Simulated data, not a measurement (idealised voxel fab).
voxel released beams: a process module
Cross-sectional view cut (width: 185 nm; square cell size: 5 nm).
Think of the cross-section as a grid of square cells. We describe it in bands, top to bottom, and each band covers one or more rows of those cells.
Heads up on the band format: heights come first, top then bottom, in nm. After that it's the materials left to right, each with its width in nm. A single material flagged "all across" fills the whole band edge to edge, and "air" means there's empty space there.
Basically, 0 is our baseline, since under it the wafer straight out of the box is all one material. The bottom band has no lower end and keeps on going down, so it looks like "0 and below".
When a width is written as two numbers, as in "30..40", the first number is the width in the top row of cells of the band and the second is the width in its bottom row, and the width changes by the same amount from each row to the next.
You'll sometimes find "identical to before" written for a step, and that's the way of saying that nowhere in the cross-section did a cell change during that step.
The list in "Voids, sealed" covers empty spaces of 8 cells or more that cannot reach the top through any open way, and it gives each as width x height at distance; the distance is from the left edge, and width, height and distance are in nm.
Whatever follows a step's settings on its line is a remark the simulator itself makes about that step.
overlay nm: mask right of planned place by this much (step with mask). Neg. = left.
**These are the steps we planned for the process**
1,RECEIVE: material Si
2,CONFORMAL_DEP: material SiN, thk nm 5
3,DIRECTIONAL_DEP: material SiO2, thk nm 15
4,MASKED_ETCH: tone open, mask id ANCHOR, width nm 30, etch materials SiO2, depth nm 15, overlay nm 0
5,CONFORMAL_DEP: material TiN, thk nm 10
6,PATTERN: tone cover, mask id BEAM, material resist, width nm 105, thk nm 20, overlay nm 0
7,DIRECTIONAL_ETCH: etch materials TiN, depth nm 10
8,STRIP: etch materials resist
9,STRIP: etch materials SiO2
**Run as planned: first of two wafers**
**Received-state cross-section, reflecting completion of step 1**
- 0 and below = Si all across
- Voids, sealed: none
**Step 2 done - wafer cross-section**
- 5 down to 0 = SiN all across
- At heights below 0, the structure remains unaltered.
**Step 3 done - wafer cross-section**
- 20 down to 5 = SiO2 all across
- At heights below 5, the structure remains unaltered.
**Step 4 done - wafer cross-section**
- 20 down to 5 = SiO2 40 nm | air 30 nm | SiO2 115 nm
- At heights below 5, the structure remains unaltered.
**Step 5 done - wafer cross-section**
- 30 down to 20 = TiN 50 nm | air 10 nm | TiN 125 nm
- 20 down to 15 = SiO2 40 nm | TiN 10 nm | air 10 nm | TiN 10 nm | SiO2 115 nm
- 15 down to 5 = SiO2 40 nm | TiN 30 nm | SiO2 115 nm
- At heights below 5, the structure remains unaltered.
**Step 6 done - wafer cross-section**
- 50 down to 30 = air 35 nm | resist 105 nm | air 45 nm
- 30 down to 20 = TiN 50 nm | resist 10 nm | TiN 125 nm
- 20 down to 15 = SiO2 40 nm | TiN 10 nm | resist 10 nm | TiN 10 nm | SiO2 115 nm
- At heights below 15, the structure remains unaltered.
**Step 7 done - wafer cross-section**
- 50 down to 30 = air 35 nm | resist 105 nm | air 45 nm
- 30 down to 20 = air 35 nm | TiN 15 nm | resist 10 nm | TiN 80 nm | air 45 nm
- At heights below 20, the structure remains unaltered.
**Step 8 done - wafer cross-section**
- 30 down to 20 = air 35 nm | TiN 15 nm | air 10 nm | TiN 80 nm | air 45 nm
- 20 down to 15 = SiO2 40 nm | TiN 10 nm | air 10 nm | TiN 10 nm | SiO2 115 nm
- At heights below 15, the structure remains unaltered.
**Step 9 done - wafer cross-section**
- 30 down to 20 = air 35 nm | TiN 15 nm | air 10 nm | TiN 80 nm | air 45 nm
- 20 down to 15 = air 40 nm | TiN 10 nm | air 10 nm | TiN 10 nm | air 115 nm
- 15 down to 5 = air 40 nm | TiN 30 nm | air 115 nm
- At heights below 5, the structure remains unaltered.
**The second wafer began exactly as the first did and followed the same plan, but one mistake was made while running it; through step 5 inclusive, the two wafers are identical**
**What the second wafer looks like in cross-section when step 6 should have wrapped up**
- 50 down to 30 = air 40 nm | resist 105 nm | air 40 nm
- 30 down to 20 = TiN 50 nm | resist 10 nm | TiN 125 nm
- 20 down to 15 = SiO2 40 nm | TiN 10 nm | resist 10 nm | TiN 10 nm | SiO2 115 nm
- At heights below 15, the structure remains unaltered.
**What the second wafer looks like in cross-section when step 7 should have wrapped up**
- 50 down to 30 = air 40 nm | resist 105 nm | air 40 nm
- 30 down to 20 = air 40 nm | TiN 10 nm | resist 10 nm | TiN 85 nm | air 40 nm
- At heights below 20, the structure remains unaltered.
**What the second wafer looks like in cross-section when step 8 should have wrapped up**
- 30 down to 20 = air 40 nm | TiN 10 nm | air 10 nm | TiN 85 nm | air 40 nm
- 20 down to 15 = SiO2 40 nm | TiN 10 nm | air 10 nm | TiN 10 nm | SiO2 115 nm
- At heights below 15, the structure remains unaltered.
**What the second wafer looks like in cross-section when step 9 should have wrapped up**
- 30 down to 20 = air 40 nm | TiN 10 nm | air 10 nm | TiN 85 nm | air 40 nm
- 20 down to 15 = air 40 nm | TiN 10 nm | air 10 nm | TiN 10 nm | air 115 nm
- 15 down to 5 = air 40 nm | TiN 30 nm | air 115 nm
- At heights below 5, the structure remains unaltered.
Run error: step 6 off recipe, ran as PATTERN: tone cover, mask id BEAM, material resist, width nm 105, thk nm 20, overlay nm 5
The concluding comparison shows that, measured in cells, each material is equally abundant on both wafers, albeit at different positions.
